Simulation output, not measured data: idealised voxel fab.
Herein follows the process module entitled voxel gate over fins.
Cross-section cut spans 230 nm and uses square cells 5 nm in size.
Cross-sections here: square-cell grids, written as top-down lists of bands, a band being one or more rows of cells. Quick guide to a band line: top height, bottom height (nm) up front; then every material left to right with its width in nm. Only one material and it's marked "throughout"? Then it fills the band edge to edge. And "empty" just means empty space. Counting heights begins at 0, where everything beneath is, in the wafer as received, one material. The lowest band has no bottom; it goes on downwards, as "0 and below" shows. The notation "30 to 40" denotes a width that varies across the rows of cells in the band, beginning at the first number in the top row, finishing at the second number in the bottom row, and changing by an identical amount from each row to the next. Key: "same as before" - step with no changed cell in the cross-section. The label "Closed empty spaces" introduces a list of the empty spaces, 8 cells or larger, that have no open way up to the top; each entry in it reads width x height at distance, where the distance is taken from the left edge and all three are stated in nm. Where a step's line continues beyond its settings, the continuation is a remark by the simulator itself on that step. overlay nm: mask offset rightward from planned place, masked step; negative means leftward offset.

# Process steps - plan
1: op RECEIVE | material Si
2: op CONFORMAL_DEP | material SiN | thk nm 10
3: op MASKED_ETCH | tone cover | mask id FINS | width nm 15 | pitch nm 50 | etch materials SiN | depth nm 10 | overlay nm 0
4: op MASKED_ETCH | tone cover | mask id FINS | width nm 15 | pitch nm 50 | etch materials Si | depth nm 35 | overlay nm 0
5: op FILL_DEP | material SiO2 | thk nm 5
6: op CMP | height nm 10
7: op MASKED_ETCH | tone open | mask id RAIL | width nm 15 | etch materials SiO2 | depth nm 40 | overlay nm 0
8: op CONFORMAL_DEP | material TiN | thk nm 5
9: op FILL_DEP | material Ru | thk nm 10
10: op CMP | height nm 10
11: op SELECTIVE_ETCH | etch materials W Ru TiN | depth nm 35
12: op FILL_DEP | material SiO2 | thk nm 5
13: op CMP | height nm 10
14: op SELECTIVE_ETCH | etch materials SiO2 | depth nm 25
15: op STRIP | etch materials SiN
16: op CONFORMAL_DEP | material HfO2 | thk nm 5
17: op CONFORMAL_DEP | material TiN | thk nm 5
18: op CONFORMAL_DEP | material TiAl | thk nm 5
19: op CONFORMAL_DEP | material TiN | thk nm 5
20: op FILL_DEP | material W | thk nm 10
21: op CMP | height nm 25
22: op CONFORMAL_DEP | material SiCN | thk nm 5

# Cross-sectional view of the wafer in its as-received condition, corresponding to the state after step 1
* 0 and below = Si throughout
* Closed empty spaces: none

# The first of the two wafers as seen in cross-section once the module was finished; processing followed the plan
* 30 down to 25 = SiCN throughout
* 25 down to 20 = W throughout
* 20 down to 15 = W 60, then TiN 105, then W 65
* 15 down to 10 = W 60, then TiN 5, then TiAl 45, then TiN 5, then TiAl 45, then TiN 5, then W 65
* 10 down to 5 = W 60, then TiN 5, then TiAl 5, then TiN 35, then TiAl 5, then TiN 5, then TiAl 5, then TiN 35, then TiAl 5, then TiN 5, then W 65
* 5 down to 0 = TiN 65, then TiAl 5, then TiN 5, then HfO2 25, then TiN 5, then TiAl 5, then TiN 5, then TiAl 5, then TiN 5, then HfO2 25, then TiN 5, then TiAl 5, then TiN 70
* 0 down to -5 = TiAl 70, then TiN 5, then HfO2 5, then Si 15, then HfO2 5, then TiN 5, then TiAl 15, then TiN 5, then HfO2 5, then Si 15, then HfO2 5, then TiN 5, then TiAl 75
* -5 down to -10 = TiN 75, then HfO2 5, then Si 15, then HfO2 5, then TiN 25, then HfO2 5, then Si 15, then HfO2 5, then TiN 80
* -10 down to -15 = HfO2 80, then Si 15, then HfO2 35, then Si 15, then HfO2 85
* -15 down to -25 = SiO2 80, then Si 15, then SiO2 35, then Si 15, then SiO2 85
* -25 down to -30 = SiO2 80, then Si 15, then SiO2 10, then TiN 15, then SiO2 10, then Si 15, then SiO2 85
* -30 down to -35 = SiO2 80, then Si 15, then SiO2 35, then Si 15, then SiO2 85
* -35 and below = Si throughout
* Closed empty spaces: none

# Cross-sectional image of the second wafer of the two following completion of the module. Starting state and process plan were the same as for the first wafer; one execution error occurred
* 30 down to 25 = SiCN throughout
* 25 down to 20 = W throughout
* 20 down to 15 = W 60, then TiN 105, then W 65
* 15 down to 10 = W 60, then TiN 5, then TiAl 45, then TiN 5, then TiAl 45, then TiN 5, then W 65
* 10 down to 5 = W 60, then TiN 5, then TiAl 5, then TiN 35, then TiAl 5, then TiN 5, then TiAl 5, then TiN 35, then TiAl 5, then TiN 5, then W 65
* 5 down to 0 = TiN 65, then TiAl 5, then TiN 5, then HfO2 25, then TiN 5, then TiAl 5, then TiN 5, then TiAl 5, then TiN 5, then HfO2 25, then TiN 5, then TiAl 5, then TiN 70
* 0 down to -5 = TiAl 70, then TiN 5, then HfO2 5, then Si 15, then HfO2 5, then TiN 5, then TiAl 15, then TiN 5, then HfO2 5, then Si 15, then HfO2 5, then TiN 5, then TiAl 75
* -5 down to -10 = TiN 75, then HfO2 5, then Si 15, then HfO2 5, then TiN 25, then HfO2 5, then Si 15, then HfO2 5, then TiN 80
* -10 down to -15 = HfO2 80, then Si 15, then HfO2 35, then Si 15, then HfO2 85
* -15 down to -25 = SiO2 80, then Si 15, then SiO2 35, then Si 15, then SiO2 85
* -25 down to -30 = SiO2 80, then Si 15, then SiO2 15, then TiN 15, then SiO2 5, then Si 15, then SiO2 85
* -30 down to -35 = SiO2 80, then Si 15, then SiO2 35, then Si 15, then SiO2 85
* -35 and below = Si throughout
* Closed empty spaces: none
Misprocessing identified: step 7 went in with a setting other than planned; the actual run was op MASKED_ETCH | tone open | mask id RAIL | width nm 15 | etch materials SiO2 | depth nm 40 | overlay nm 5
Final wafers compared: equal cell tally per material, rearranged layout.
